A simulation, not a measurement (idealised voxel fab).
The name of this process module is voxel ribs on slabs.
Each square cell in cross-section cut measures 5 nm, and the section as a whole is 170 nm wide.
If you're reading a cross-section in this doc, picture square cells in a grid; it comes to you as bands, top ones listed first down to the bottom, and a band can be one or more rows of cells. For a band, the entry starts with two heights in nm, that of the top and then that of the bottom, and carries on with the band's materials in order from left to right, each alongside its width in nm; the word "throughout" beside a single material means it fills the band edge to edge, and "blank" means empty space. Counting heights begins at 0, where everything beneath is, in the wafer as received, one material. The lowest band has no bottom; it goes on downwards, as "0 -> down" shows. With a width like "30 to 40", each row of cells in the band differs from the next by the same amount, the top row carrying the first number and the bottom row the second. Where a step carries "nothing altered", the cross-section came out of it unchanged, cell for cell. The list in "Trapped voids" covers empty spaces of 8 cells or more that cannot reach the top through any open way, and it gives each as width x height at distance; the distance is from the left edge, and width, height and distance are in nm. Read whatever lies past the settings on a step's line as the simulator's own remark about the step. On any step carrying a mask, the "overlay nm" setting, if present on the step's line, tells how far right of its planned place the mask lay; negative values point to the left.
SET OUT BELOW ARE THE PLANNED STEPS OF THE PROCESS
step 1: RECEIVE | material Si
step 2: DIRECTIONAL_DEP | material SiO2 | thk nm 30
step 3: DIRECTIONAL_DEP | material polySi | thk nm 25
step 4: MASKED_ETCH | tone cover | mask id RIB | width nm 30 | etch materials polySi | depth nm 15 | overlay nm -15
step 5: DIRECTIONAL_DEP | material aC | thk nm 10
step 6: PATTERN | tone cover | mask id SLAB | material resist | width nm 80 | thk nm 25 | overlay nm 0
step 7: DIRECTIONAL_ETCH | etch materials aC | depth nm 10
step 8: STRIP | etch materials resist
step 9: DIRECTIONAL_ETCH | etch materials polySi | depth nm 10
step 10: STRIP | etch materials aC
step 11: FILL_DEP | material SiO2 | thk nm 15
step 12: CMP | height nm 65
step 13: DIRECTIONAL_DEP | material TiN | thk nm 10
step 14: PATTERN | tone cover | mask id HEATER | material resist | width nm 40 | thk nm 15 | overlay nm 0
step 15: DIRECTIONAL_ETCH | etch materials TiN | depth nm 10
step 16: STRIP | etch materials resist
step 17: CONFORMAL_DEP | material SiO2 | thk nm 10
What sets these wafers apart? The overlay nm at step 4. They all start alike, and the plan carries the first wafer's value.
AS RECEIVED, I.E. AFTER STEP 1: CROSS-SECTION THROUGH THE FIRST OF SEVERAL WAFERS
	0 -> down | Si throughout
	Trapped voids: none
EACH WAFER AT THE END: CELLS OF EACH MATERIAL GAINED (+) OR LOST (-) SINCE IT WAS RECEIVED, THEN ITS CLOSED VOIDS
overlay nm -15; +468 SiO2; +16 TiN; +50 polySi; Trapped voids: none
overlay nm -10; +468 SiO2; +16 TiN; +50 polySi; Trapped voids: none
overlay nm -5; +468 SiO2; +16 TiN; +50 polySi; Trapped voids: none
overlay nm 0; +468 SiO2; +16 TiN; +50 polySi; Trapped voids: none
overlay nm 5; +468 SiO2; +16 TiN; +50 polySi; Trapped voids: none
overlay nm 10; +468 SiO2; +16 TiN; +50 polySi; Trapped voids: none
overlay nm 15; +468 SiO2; +16 TiN; +50 polySi; Trapped voids: none
